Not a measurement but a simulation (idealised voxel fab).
Process module heading - voxel capacitor over wiring
Section cut is 295 nm wide and gridded with 5 nm square cells.
Heads up, the way a cross-section reads in here is a grid of square cells, handed over as bands from the top down, with every band being one or more rows of cells. Per band: top height and bottom height in nm, followed by the left-to-right materials and their widths in nm; "edge to edge" marks a single material spanning edge to edge, "air" marks empty space. Measure heights from 0. That's the level where, below it, the as-received wafer is all one material. The lowest band is bottomless and extends downward; write it as in "top 0, no bottom". Read "30->40" as a graded width: first number on top, second number at the bottom, same change between each pair of neighbouring rows. Step note "changes: none" = no cross-section cell changed. Look at "Enclosed voids" for the closed voids: empty spaces with no open path to the top, sized 8 cells or up. Each is width x height at distance, distance from the left edge, all nm. Heads up: the bit after the settings on a step's line is the simulator's remark on that step. On any step carrying a mask, the "overlay nm" setting, if present on the step's line, tells how far right of its planned place the mask lay; negative values point to the left.
Set out below are the planned steps of the process:
1 RECEIVE: material Si
2 CONFORMAL_DEP: material SiO2, thk nm 10
3 CONFORMAL_DEP: material SiN, thk nm 5
4 DIRECTIONAL_DEP: material lowk, thk nm 25
5 MASKED_ETCH: tone open, mask id METAL_1, width nm 20, pitch nm 85, etch materials lowk, depth nm 25, overlay nm 0
6 MASKED_ETCH: tone open, mask id METAL_1, width nm 20, pitch nm 85, etch materials SiN, depth nm 5, overlay nm 0
7 CONFORMAL_DEP: material TiN, thk nm 5
8 FILL_DEP: material Cu, thk nm 5
9 CMP: height nm 40
10 CONFORMAL_DEP: material SiCN, thk nm 5
11 DIRECTIONAL_DEP: material lowk, thk nm 10
12 MASKED_ETCH: tone open, mask id PLUG_1, width nm 15, etch materials lowk, depth nm 10, overlay nm 0
13 MASKED_ETCH: tone open, mask id PLUG_1, width nm 15, etch materials SiCN, depth nm 5, overlay nm 0
14 EPI: material Ru, thk nm 10
15 EPI: material Ru, thk nm 5
16 DIRECTIONAL_DEP: material TiN, thk nm 10
17 DIRECTIONAL_DEP: material SiN, thk nm 5
18 DIRECTIONAL_DEP: material TiN, thk nm 5
19 DIRECTIONAL_DEP: material aC, thk nm 15
20 PATTERN: tone cover, mask id UPPER_PLATE, material resist, width nm 70, thk nm 30, overlay nm 0
21 DIRECTIONAL_ETCH: etch materials aC, depth nm 15
22 STRIP: etch materials resist
23 DIRECTIONAL_ETCH: etch materials TiN, depth nm 5
24 DIRECTIONAL_ETCH: etch materials SiN, depth nm 5
25 STRIP: etch materials aC
26 DIRECTIONAL_DEP: material aC, thk nm 15
27 PATTERN: tone cover, mask id LOWER_PLATE, material resist, width nm 80, thk nm 30, overlay nm 0
28 DIRECTIONAL_ETCH: etch materials aC, depth nm 15
29 STRIP: etch materials resist
30 DIRECTIONAL_ETCH: etch materials TiN, depth nm 10
31 STRIP: etch materials aC
32 FILL_DEP: material SiO2, thk nm 15
33 CMP: height nm 85
34 PATTERN: tone open, mask id PLUG_2, material resist, width nm 15, thk nm 15, overlay nm 0
35 DIRECTIONAL_ETCH: etch materials SiO2, depth nm 10
36 STRIP: etch materials resist
37 CONFORMAL_DEP: material TiN, thk nm 5
38 FILL_DEP: material W, thk nm 5
39 CMP: height nm 85
40 CONFORMAL_DEP: material SiCN, thk nm 5
Step 1 complete: cross-section of the wafer as received:
> top 0, no bottom = Si edge to edge
> Enclosed voids: none
Below is the wafer in cross-section after the module was completed. It began from the starting point shown above and followed the plan shown above, except that one mistake was made while running it:
> top 90, bottom 85 = SiCN edge to edge
> top 85, bottom 80 = SiO2 (110), then TiN (5), then W (5), then TiN (5), then SiO2 (170)
> top 80, bottom 70 = SiO2 (110->100), then TiN (15->70), then SiO2 (170->125)
> top 70, bottom 65 = SiO2 (100), then SiN (70), then SiO2 (125)
> top 65, bottom 55 = SiO2 (95), then TiN (80), then SiO2 (120)
> top 55, bottom 45 = lowk (100), then Ru (15), then lowk (180)
> top 45, bottom 40 = SiCN (100), then Ru (15), then SiCN (180)
> top 40, bottom 20 = lowk (95), then TiN (5), then Cu (10), then TiN (5), then lowk (65), then TiN (5), then Cu (10), then TiN (5), then lowk (95)
> top 20, bottom 15 = lowk (95), then TiN (20), then lowk (65), then TiN (20), then lowk (95)
> top 15, bottom 5 = SiO2 edge to edge
> top 5, bottom 0 = SiN edge to edge
> top 0, no bottom = Si edge to edge
> Enclosed voids: none
Finding, execution versus plan: order of steps 2 and 3 inverted relative to the plan
